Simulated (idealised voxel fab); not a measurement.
Documented hereafter: the process module known as voxel ribs on slabs.
This is section cut - it's 255 nm across, gridded in 5 nm square cells.
Notation: cross-section as square-cell grid; stated in bands, top first, going down; one or more cell rows per band.
Per band: top height and bottom height in nm, followed by the left-to-right materials and their widths in nm; "edge to edge" marks a single material spanning edge to edge, "air" marks empty space.
It should be noted that heights are counted from 0, beneath which the wafer as supplied is of one material throughout, and that the lowest band possesses no lower boundary but continues downward, as written in "0 down".
So if you see something like "30..40" for the width, read it as the top row of the band sitting at the first number and the bottom row at the second, with every row in between moving by the same amount as the last.
Basically "nothing different" means that step didn't change any cell in the cross-section.
Listed in "Sealed internal cavities": every empty space of 8 or more cells without an open way to the top. Form: width x height at distance, the distance being from the left edge, all in nm.
What comes after the settings on a step's line is commentary from the simulator itself on that step.
When a step includes a mask, the "overlay nm" setting on its line states how far to the right of its planned place that mask lay, and negative values state how far to the left.

-- Set out below are the planned steps of the process
1 RECEIVE, material Si
2 DIRECTIONAL_DEP, material SiO2, thk nm 30
3 DIRECTIONAL_DEP, material SiN, thk nm 15
4 MASKED_ETCH, tone cover, mask id RIB, width nm 20, etch materials SiN, depth nm 5, overlay nm 0
5 PATTERN, tone cover, mask id SLAB, material resist, width nm 70, thk nm 20, overlay nm 0
6 DIRECTIONAL_ETCH, etch materials SiN, depth nm 10
7 STRIP, etch materials resist
8 FILL_DEP, material SiO2, thk nm 25
9 CMP, height nm 60
10 DIRECTIONAL_DEP, material W, thk nm 10
11 DIRECTIONAL_DEP, material aC, thk nm 15
12 PATTERN, tone cover, mask id HEATER, material resist, width nm 30, thk nm 35, overlay nm 0
13 DIRECTIONAL_ETCH, etch materials aC, depth nm 15
14 STRIP, etch materials resist
15 DIRECTIONAL_ETCH, etch materials W, depth nm 10
16 STRIP, etch materials aC
17 CONFORMAL_DEP, material SiO2, thk nm 5

-- Cross-section, incoming material, after step 1
  0 down  Si edge to edge
  Sealed internal cavities: none

-- Wafer cross-section at module end: first of two, run to plan
  75 to 70  105 of air, 40 of SiO2, 110 of air
  70 to 65  105 of air, 5 of SiO2, 30 of W, 5 of SiO2, 110 of air
  65 to 60  110 of SiO2, 30 of W, 115 of SiO2
  60 to 45  SiO2 edge to edge
  45 to 40  115 of SiO2, 20 of SiN, 120 of SiO2
  40 to 30  90 of SiO2, 70 of SiN, 95 of SiO2
  30 to 0  SiO2 edge to edge
  0 down  Si edge to edge
  Sealed internal cavities: none

-- So this is wafer number two of the two, cut at the end of the module - it started where the first did and had the same plan, we just got one thing wrong running it
  70 to 65  105 of air, 40 of SiO2, 110 of air
  65 to 60  110 of SiO2, 30 of W, 115 of SiO2
  60 to 45  SiO2 edge to edge
  45 to 40  115 of SiO2, 20 of SiN, 120 of SiO2
  40 to 30  90 of SiO2, 70 of SiN, 95 of SiO2
  30 to 0  SiO2 edge to edge
  0 down  Si edge to edge
  Sealed internal cavities: none
The plan and the run diverged here: rather than as planned, step 10 actually ran as DIRECTIONAL_DEP, material W, thk nm 5
Bottom line after processing is that, in cells, the second wafer is up or down on some materials versus the first: 2 fewer of SiO2; 6 fewer of W
